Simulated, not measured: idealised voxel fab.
Process module, titled voxel self aligned vias
The width of the displayed cross-section, cut, is 295 nm; its cells are square, with a size of 5 nm.
Heads up, the way a cross-section reads in here is a grid of square cells, handed over as bands from the top down, with every band being one or more rows of cells. First you get the band's top height and its bottom height, in nm, and then the materials it's made of, left to right, with each width in nm. If you see a single material with "everywhere", that one covers the band edge to edge. "air" is empty space. Ref level 0: as-received wafer is one material below here. Bottom band extends down with no lower bound ("0..down"). You'd read "30..40" like this: the band's top row of cells is as wide as the first number, its bottom row is as wide as the second, and going down, every row changes width by the same amount as the row before did. It should be understood that the words "nothing different", when stated for a given step, signify that the cross-section underwent no change in any of its cells during that step. Empty spaces counting at least 8 cells and having no open way to the top are listed in "Enclosed empty spaces". The notation width x height at distance is used for each, the distance being from the left edge and all three values in nm. Formally, on a step line, whatever follows the settings is a remark that the simulator itself makes on the step. The "overlay nm" setting may appear on a step's line; for a step that uses a mask, it gives how far to the right of its planned position the mask lay, and a negative value indicates the left.

Below is the list of planned process steps
step 1: RECEIVE | material Si
step 2: CONFORMAL_DEP | material SiO2 | thk nm 10
step 3: CONFORMAL_DEP | material SiCN | thk nm 5
step 4: DIRECTIONAL_DEP | material SiO2 | thk nm 25
step 5: MASKED_ETCH | tone open | mask id LINES | width nm 20 | pitch nm 55 | etch materials SiO2 | depth nm 25 | overlay nm -15
step 6: CONFORMAL_DEP | material TiN | thk nm 5
step 7: FILL_DEP | material W | thk nm 10
step 8: CMP | height nm 40
step 9: SELECTIVE_ETCH | etch materials W Ru TiN | depth nm 10
step 10: FILL_DEP | material SiN | thk nm 10
step 11: CMP | height nm 40
step 12: DIRECTIONAL_DEP | material SiO2 | thk nm 20
step 13: MASKED_ETCH | tone open | mask id VIAS | width nm 40 | pitch nm 55 | etch materials SiO2 | depth nm 20 | overlay nm 0
step 14: MASKED_ETCH | tone open | mask id VIAS | width nm 40 | pitch nm 55 | etch materials SiN | depth nm 10 | overlay nm 0
step 15: CONFORMAL_DEP | material TiN | thk nm 5
step 16: FILL_DEP | material Cu | thk nm 10
step 17: CMP | height nm 60
step 18: CONFORMAL_DEP | material SiCN | thk nm 5
Across this set of wafers, the varied parameter is the overlay nm of step 5. Starting conditions are identical for every wafer, and the plan reports the value assigned to the first wafer.

First of several wafers, received after step 1, in cross-section
  0..down: Si everywhere
  Enclosed empty spaces: none

For your reference, the table is organized with a row per wafer; each row reflects the wafer at the end of the module, indicating for each material the cells gained (+) or lost (-) since receipt, and thereafter its closed voids
overlay nm -15; +60 Cu; +118 SiCN; +6 SiN; +493 SiO2; +78 TiN; +12 W; Enclosed empty spaces: none
overlay nm -10; +66 Cu; +118 SiCN; +493 SiO2; +78 TiN; +12 W; Enclosed empty spaces: none
overlay nm -5; +66 Cu; +118 SiCN; +493 SiO2; +78 TiN; +12 W; Enclosed empty spaces: none
overlay nm 0; +66 Cu; +118 SiCN; +493 SiO2; +78 TiN; +12 W; Enclosed empty spaces: none
overlay nm 5; +66 Cu; +118 SiCN; +493 SiO2; +78 TiN; +12 W; Enclosed empty spaces: none
overlay nm 10; +66 Cu; +118 SiCN; +493 SiO2; +78 TiN; +12 W; Enclosed empty spaces: none
overlay nm 15; +60 Cu; +118 SiCN; +6 SiN; +493 SiO2; +78 TiN; +12 W; Enclosed empty spaces: none
